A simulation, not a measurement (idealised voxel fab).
Name of the process module below: voxel wiring stack
We display cut, a cross-section 235 nm in width whose square cells are each 5 nm.
A cross-section is a grid of square cells, given in bands from the top down. A band is one or more rows of cells.
Top height, bottom height, nm. Materials left to right, width each, nm. Single material + "everywhere" = fills band edge to edge. "air" = empty.
Height reference: 0 = level under which incoming wafer is all one material. Lowest band: no bottom, runs on downward, e.g. "0..down".
A width such as "30->40" changes by the same amount from each row of cells to the next, from the band's top row to its bottom row.
Any step labelled "everything unchanged" changed none of the cells in the cross-section.
So "Closed cavity list" is basically the list of trapped voids: any empty space of 8 cells or more that can't reach the top through an opening. They're written width x height at distance, the distance being from the left edge, and it's all nm.
Formally, on a step line, whatever follows the settings is a remark that the simulator itself makes on the step.
overlay nm: right-of-plan distance of the mask on a masked step; negative values mean left-of-plan.
If you're wondering how to read the rest of this, here's the deal. It's pairs of cross-sections: one from before a process step, one from after it. The after one is only drawn as far down as the lowest band that changed. Right under each pair you'll see which step sits between them and what its settings were. Don't read the pairs as one continuous story, though. They can come from different runs of this module on the same starting wafer, and a pair only carries on from the one above it where its entry headed "State on entry" says so.

[State on entry]
    170..165  65 nm TiN  15 nm air  30 nm TiN  15 nm air  30 nm TiN  15 nm air  65 nm TiN
    165..145  60 nm SiO2  5 nm TiN  15 nm air  5 nm TiN  20 nm SiO2  5 nm TiN  15 nm air  5 nm TiN  20 nm SiO2  5 nm TiN  15 nm air  5 nm TiN  60 nm SiO2
    145..140  60 nm SiCN  25 nm TiN  20 nm SiCN  25 nm TiN  20 nm SiCN  25 nm TiN  60 nm SiCN
    140..130  60 nm SiO2  15 nm Ru  30 nm SiO2  15 nm Ru  30 nm SiO2  15 nm Ru  70 nm SiO2
    130..120  60->55 nm SiCN  15->35 nm Ru  30->10 nm SiCN  15->35 nm Ru  30->10 nm SiCN  15->35 nm Ru  70->55 nm SiCN
    120..105  60 nm lowk  5 nm TiN  15 nm Cu  5 nm TiN  20 nm lowk  5 nm TiN  15 nm Cu  5 nm TiN  20 nm lowk  5 nm TiN  15 nm Cu  5 nm TiN  60 nm lowk
    105..100  60 nm SiN  25 nm TiN  20 nm SiN  25 nm TiN  20 nm SiN  25 nm TiN  60 nm SiN
    100..80  60 nm lowk  15 nm Ru  75 nm lowk  15 nm Ru  70 nm lowk
    80..75  60 nm SiCN  15 nm Ru  75 nm SiCN  15 nm Ru  70 nm SiCN
    75..60  60 nm lowk  5 nm SiN  15 nm Cu  5 nm SiN  20 nm lowk  5 nm SiN  15 nm Cu  5 nm SiN  20 nm lowk  5 nm SiN  15 nm Cu  5 nm SiN  60 nm lowk
    60..55  60 nm lowk  5 nm SiN  5 nm Cu  15 nm SiN  20 nm lowk  25 nm SiN  20 nm lowk  5 nm SiN  5 nm Cu  15 nm SiN  60 nm lowk
    55..45  60 nm lowk  5 nm SiN  5 nm Cu  5 nm SiN  75 nm lowk  5 nm SiN  5 nm Cu  5 nm SiN  70 nm lowk
    45..40  60 nm SiCN  15 nm SiN  75 nm SiCN  15 nm SiN  70 nm SiCN
    40..15  60 nm SiO2  5 nm TiN  15 nm Cu  5 nm TiN  20 nm SiO2  5 nm TiN  15 nm Cu  5 nm TiN  20 nm SiO2  5 nm TiN  15 nm Cu  5 nm TiN  60 nm SiO2
    15..10  60 nm SiCN  25 nm TiN  20 nm SiCN  25 nm TiN  20 nm SiCN  25 nm TiN  60 nm SiCN
    10..0  SiO2 everywhere
    0..down  Si everywhere
    Closed cavity list: none

[Post-Process View]
    180..170  W everywhere
    170..165  65 nm TiN  15 nm W  30 nm TiN  15 nm W  30 nm TiN  15 nm W  65 nm TiN
    165..145  60 nm SiO2  5 nm TiN  15 nm W  5 nm TiN  20 nm SiO2  5 nm TiN  15 nm W  5 nm TiN  20 nm SiO2  5 nm TiN  15 nm W  5 nm TiN  60 nm SiO2
    All layers under 145 are left as they were.
    Closed cavity list: none
Quick note on the step between the two cross-sections above: FILL_DEP [material W] [thk nm 10]

State on entry: The structure entering this step is exactly what the pair just above shows after its step.

[Post-Process View]
    165..145  60 nm SiO2  5 nm TiN  15 nm W  5 nm TiN  20 nm SiO2  5 nm TiN  15 nm W  5 nm TiN  20 nm SiO2  5 nm TiN  15 nm W  5 nm TiN  60 nm SiO2
    All layers under 145 are left as they were.
    Closed cavity list: none
Quick note on the step between the two cross-sections above: CMP [height nm 165]

State on entry: The structure entering this step is exactly what the pair just above shows after its step.

[Post-Process View]
    170..165  SiCN everywhere
    All layers under 165 are left as they were.
    Closed cavity list: none
Quick note on the step between the two cross-sections above: CONFORMAL_DEP [material SiCN] [thk nm 5]

[State on entry]
    120..105  lowk everywhere
    105..100  SiN everywhere
    100..80  60 nm lowk  15 nm Ru  75 nm lowk  15 nm Ru  70 nm lowk
    80..75  60 nm SiCN  15 nm Ru  75 nm SiCN  15 nm Ru  70 nm SiCN
    75..60  60 nm lowk  5 nm TiN  15 nm Cu  5 nm TiN  20 nm lowk  5 nm TiN  15 nm Cu  5 nm TiN  20 nm lowk  5 nm TiN  15 nm Cu  5 nm TiN  60 nm lowk
    60..55  60 nm lowk  5 nm TiN  5 nm Cu  15 nm TiN  20 nm lowk  25 nm TiN  20 nm lowk  5 nm TiN  5 nm Cu  15 nm TiN  60 nm lowk
    55..45  60 nm lowk  5 nm TiN  5 nm Cu  5 nm TiN  75 nm lowk  5 nm TiN  5 nm Cu  5 nm TiN  70 nm lowk
    45..40  60 nm SiCN  15 nm TiN  75 nm SiCN  15 nm TiN  70 nm SiCN
    40..15  60 nm SiO2  5 nm TiN  15 nm Cu  5 nm TiN  20 nm SiO2  5 nm TiN  15 nm Cu  5 nm TiN  20 nm SiO2  5 nm TiN  15 nm Cu  5 nm TiN  60 nm SiO2
    15..10  60 nm SiCN  25 nm TiN  20 nm SiCN  25 nm TiN  20 nm SiCN  25 nm TiN  60 nm SiCN
    10..0  SiO2 everywhere
    0..down  Si everywhere
    Closed cavity list: none

[Post-Process View]
    140..120  60 nm air  25 nm resist  20 nm air  25 nm resist  20 nm air  25 nm resist  60 nm air
    All layers under 120 are left as they were.
    Closed cavity list: none
Quick note on the step between the two cross-sections above: PATTERN [tone cover] [mask id METAL_3] [material resist] [width nm 25] [pitch nm 45] [thk nm 20] [overlay nm 0]

State on entry: The structure entering this step is exactly what the pair just above shows after its step.

[Post-Process View]
    140..120  60 nm air  25 nm resist  20 nm air  25 nm resist  20 nm air  25 nm resist  60 nm air
    120..105  60 nm air  25 nm lowk  20 nm air  25 nm lowk  20 nm air  25 nm lowk  60 nm air
    All layers under 105 are left as they were.
    Closed cavity list: none
Quick note on the step between the two cross-sections above: DIRECTIONAL_ETCH [etch materials lowk] [depth nm 15]

State on entry: The structure entering this step is exactly what the pair just above shows after its step.

[Post-Process View]
    140..120  60 nm air  25 nm resist  20 nm air  25 nm resist  20 nm air  25 nm resist  60 nm air
    120..105  60 nm air  25 nm lowk  20 nm air  25 nm lowk  20 nm air  25 nm lowk  60 nm air
    105..100  60 nm air  25 nm SiN  20 nm air  25 nm SiN  20 nm air  25 nm SiN  60 nm air
    All layers under 100 are left as they were.
    Closed cavity list: none
Quick note on the step between the two cross-sections above: DIRECTIONAL_ETCH [etch materials SiN] [depth nm 5]

State on entry: The structure entering this step is exactly what the pair just above shows after its step.

[Post-Process View]
    120..105  60 nm air  25 nm lowk  20 nm air  25 nm lowk  20 nm air  25 nm lowk  60 nm air
    All layers under 105 are left as they were.
    Closed cavity list: none
Quick note on the step between the two cross-sections above: STRIP [etch materials resist]

State on entry: The structure entering this step is exactly what the pair just above shows after its step.

[Post-Process View]
    125..120  55 nm air  35 nm TiN  10 nm air  35 nm TiN  10 nm air  35 nm TiN  55 nm air
    120..105  55 nm air  5 nm TiN  25 nm lowk  5 nm TiN  10 nm air  5 nm TiN  25 nm lowk  5 nm TiN  10 nm air  5 nm TiN  25 nm lowk  5 nm TiN  55 nm air
    105..100  60 nm TiN  25 nm SiN  20 nm TiN  25 nm SiN  20 nm TiN  25 nm SiN  60 nm TiN
    All layers under 100 are left as they were.
    Closed cavity list: none
Quick note on the step between the two cross-sections above: CONFORMAL_DEP [material TiN] [thk nm 5]

State on entry: The structure entering this step is exactly what the pair just above shows after its step.

[Post-Process View]
    135..125  Cu everywhere
    125..120  55 nm Cu  35 nm TiN  10 nm Cu  35 nm TiN  10 nm Cu  35 nm TiN  55 nm Cu
    120..105  55 nm Cu  5 nm TiN  25 nm lowk  5 nm TiN  10 nm Cu  5 nm TiN  25 nm lowk  5 nm TiN  10 nm Cu  5 nm TiN  25 nm lowk  5 nm TiN  55 nm Cu
    All layers under 105 are left as they were.
    Closed cavity list: none
Quick note on the step between the two cross-sections above: FILL_DEP [material Cu] [thk nm 10]

State on entry: The structure entering this step is exactly what the pair just above shows after its step.

[Post-Process View]
    120..105  55 nm Cu  5 nm TiN  25 nm lowk  5 nm TiN  10 nm Cu  5 nm TiN  25 nm lowk  5 nm TiN  10 nm Cu  5 nm TiN  25 nm lowk  5 nm TiN  55 nm Cu
    All layers under 105 are left as they were.
    Closed cavity list: none
Quick note on the step between the two cross-sections above: CMP [height nm 120]

State on entry: The structure entering this step is exactly what the pair just above shows after its step.

[Post-Process View]
    125..120  65 nm Ru  15 nm air  30 nm Ru  15 nm air  30 nm Ru  15 nm air  65 nm Ru
    All layers under 120 are left as they were.
    Closed cavity list: none
Quick note on the step between the two cross-sections above: EPI [material Ru] [thk nm 5]

State on entry: The structure entering this step is exactly what the pair just above shows after its step.

[Post-Process View]
    130..125  SiCN everywhere
    125..120  65 nm Ru  15 nm SiCN  30 nm Ru  15 nm SiCN  30 nm Ru  15 nm SiCN  65 nm Ru
    All layers under 120 are left as they were.
    Closed cavity list: none
Quick note on the step between the two cross-sections above: FILL_DEP [material SiCN] [thk nm 5]

State on entry: The structure entering this step is exactly what the pair just above shows after its step.

[Post-Process View]
    140..130  SiO2 everywhere
    All layers under 130 are left as they were.
    Closed cavity list: none
Quick note on the step between the two cross-sections above: DIRECTIONAL_DEP [material SiO2] [thk nm 10]

State on entry: The structure entering this step is exactly what the pair just above shows after its step.

[Post-Process View]
    155..140  60 nm resist  15 nm air  30 nm resist  15 nm air  30 nm resist  15 nm air  70 nm resist
    All layers under 140 are left as they were.
    Closed cavity list: none
Quick note on the step between the two cross-sections above: PATTERN [tone open] [mask id PLUG_3] [material resist] [width nm 15] [pitch nm 45] [thk nm 15] [overlay nm 0]

State on entry: The structure entering this step is exactly what the pair just above shows after its step.

[Post-Process View]
    155..140  60 nm resist  15 nm air  30 nm resist  15 nm air  30 nm resist  15 nm air  70 nm resist
    140..130  60 nm SiO2  15 nm air  30 nm SiO2  15 nm air  30 nm SiO2  15 nm air  70 nm SiO2
    All layers under 130 are left as they were.
    Closed cavity list: none
Quick note on the step between the two cross-sections above: DIRECTIONAL_ETCH [etch materials SiO2] [depth nm 10]

State on entry: The structure entering this step is exactly what the pair just above shows after its step.

[Post-Process View]
    155..140  60 nm resist  15 nm air  30 nm resist  15 nm air  30 nm resist  15 nm air  70 nm resist
    140..130  60 nm SiO2  15 nm air  30 nm SiO2  15 nm air  30 nm SiO2  15 nm air  70 nm SiO2
    130..125  60 nm SiCN  15 nm air  30 nm SiCN  15 nm air  30 nm SiCN  15 nm air  70 nm SiCN
    All layers under 125 are left as they were.
    Closed cavity list: none
Quick note on the step between the two cross-sections above: DIRECTIONAL_ETCH [etch materials SiCN] [depth nm 5]

State on entry: The structure entering this step is exactly what the pair just above shows after its step.

[Post-Process View]
    140..130  60 nm SiO2  15 nm air  30 nm SiO2  15 nm air  30 nm SiO2  15 nm air  70 nm SiO2
    All layers under 130 are left as they were.
    Closed cavity list: none
Quick note on the step between the two cross-sections above: STRIP [etch materials resist]

State on entry: The structure entering this step is exactly what the pair just above shows after its step.

[Post-Process View]
    140..135  60 nm SiO2  15 nm air  30 nm SiO2  15 nm air  30 nm SiO2  15 nm air  70 nm SiO2
    135..130  60 nm SiO2  15 nm Ru  30 nm SiO2  15 nm Ru  30 nm SiO2  15 nm Ru  70 nm SiO2
    130..125  60 nm SiCN  15 nm Ru  30 nm SiCN  15 nm Ru  30 nm SiCN  15 nm Ru  70 nm SiCN
    All layers under 125 are left as they were.
    Closed cavity list: none
Quick note on the step between the two cross-sections above: EPI [material Ru] [thk nm 10]

State on entry: The structure entering this step is exactly what the pair just above shows after its step.

[Post-Process View]
    140..130  60 nm SiO2  15 nm Ru  30 nm SiO2  15 nm Ru  30 nm SiO2  15 nm Ru  70 nm SiO2
    All layers under 130 are left as they were.
    Closed cavity list: none
Quick note on the step between the two cross-sections above: EPI [material Ru] [thk nm 5]

State on entry: The structure entering this step is exactly what the pair just above shows after its step.

[Post-Process View]
    145..140  SiCN everywhere
    All layers under 140 are left as they were.
    Closed cavity list: none
Quick note on the step between the two cross-sections above: CONFORMAL_DEP [material SiCN] [thk nm 5]

State on entry: The structure entering this step is exactly what the pair just above shows after its step.

[Post-Process View]
    165..145  SiO2 everywhere
    All layers under 145 are left as they were.
    Closed cavity list: none
Quick note on the step between the two cross-sections above: DIRECTIONAL_DEP [material SiO2] [thk nm 20]

State on entry: The structure entering this step is exactly what the pair just above shows after its step.

[Post-Process View]
    180..165  60 nm resist  25 nm air  20 nm resist  25 nm air  20 nm resist  25 nm air  60 nm resist
    All layers under 165 are left as they were.
    Closed cavity list: none
Quick note on the step between the two cross-sections above: PATTERN [tone open] [mask id METAL_4] [material resist] [width nm 25] [pitch nm 45] [thk nm 15] [overlay nm 0]

State on entry: The structure entering this step is exactly what the pair just above shows after its step.

[Post-Process View]
    180..165  60 nm resist  25 nm air  20 nm resist  25 nm air  20 nm resist  25 nm air  60 nm resist
    165..145  60 nm SiO2  25 nm air  20 nm SiO2  25 nm air  20 nm SiO2  25 nm air  60 nm SiO2
    All layers under 145 are left as they were.
    Closed cavity list: none
Quick note on the step between the two cross-sections above: DIRECTIONAL_ETCH [etch materials SiO2] [depth nm 20]

State on entry: The structure entering this step is exactly what the pair just above shows after its step.

[Post-Process View]
    180..165  60 nm resist  25 nm air  20 nm resist  25 nm air  20 nm resist  25 nm air  60 nm resist
    165..145  60 nm SiO2  25 nm air  20 nm SiO2  25 nm air  20 nm SiO2  25 nm air  60 nm SiO2
    145..140  60 nm SiCN  25 nm air  20 nm SiCN  25 nm air  20 nm SiCN  25 nm air  60 nm SiCN
    All layers under 140 are left as they were.
    Closed cavity list: none
Quick note on the step between the two cross-sections above: DIRECTIONAL_ETCH [etch materials SiCN] [depth nm 5]

State on entry: The structure entering this step is exactly what the pair just above shows after its step.

[Post-Process View]
    165..145  60 nm SiO2  25 nm air  20 nm SiO2  25 nm air  20 nm SiO2  25 nm air  60 nm SiO2
    All layers under 145 are left as they were.
    Closed cavity list: none
Quick note on the step between the two cross-sections above: STRIP [etch materials resist]

State on entry: The structure entering this step is exactly what the pair just above shows after its step.

[Post-Process View]
    170..165  65 nm TiN  15 nm air  30 nm TiN  15 nm air  30 nm TiN  15 nm air  65 nm TiN
    165..145  60 nm SiO2  5 nm TiN  15 nm air  5 nm TiN  20 nm SiO2  5 nm TiN  15 nm air  5 nm TiN  20 nm SiO2  5 nm TiN  15 nm air  5 nm TiN  60 nm SiO2
    145..140  60 nm SiCN  25 nm TiN  20 nm SiCN  25 nm TiN  20 nm SiCN  25 nm TiN  60 nm SiCN
    All layers under 140 are left as they were.
    Closed cavity list: none
Quick note on the step between the two cross-sections above: CONFORMAL_DEP [material TiN] [thk nm 5]

State on entry: The structure entering this step is exactly what the pair just above shows after its step.

[Post-Process View]
    180..170  W everywhere
    170..165  65 nm TiN  15 nm W  30 nm TiN  15 nm W  30 nm TiN  15 nm W  65 nm TiN
    165..145  60 nm SiO2  5 nm TiN  15 nm W  5 nm TiN  20 nm SiO2  5 nm TiN  15 nm W  5 nm TiN  20 nm SiO2  5 nm TiN  15 nm W  5 nm TiN  60 nm SiO2
    All layers under 145 are left as they were.
    Closed cavity list: none
Quick note on the step between the two cross-sections above: FILL_DEP [material W] [thk nm 10]

State on entry: The structure entering this step is exactly what the pair just above shows after its step.

[Post-Process View]
    165..145  60 nm SiO2  5 nm TiN  15 nm W  5 nm TiN  20 nm SiO2  5 nm TiN  15 nm W  5 nm TiN  20 nm SiO2  5 nm TiN  15 nm W  5 nm TiN  60 nm SiO2
    All layers under 145 are left as they were.
    Closed cavity list: none
Quick note on the step between the two cross-sections above: CMP [height nm 165]

State on entry: The structure entering this step is exactly what the pair just above shows after its step.

[Post-Process View]
    170..165  SiCN everywhere
    All layers under 165 are left as they were.
    Closed cavity list: none
Quick note on the step between the two cross-sections above: CONFORMAL_DEP [material SiCN] [thk nm 5]
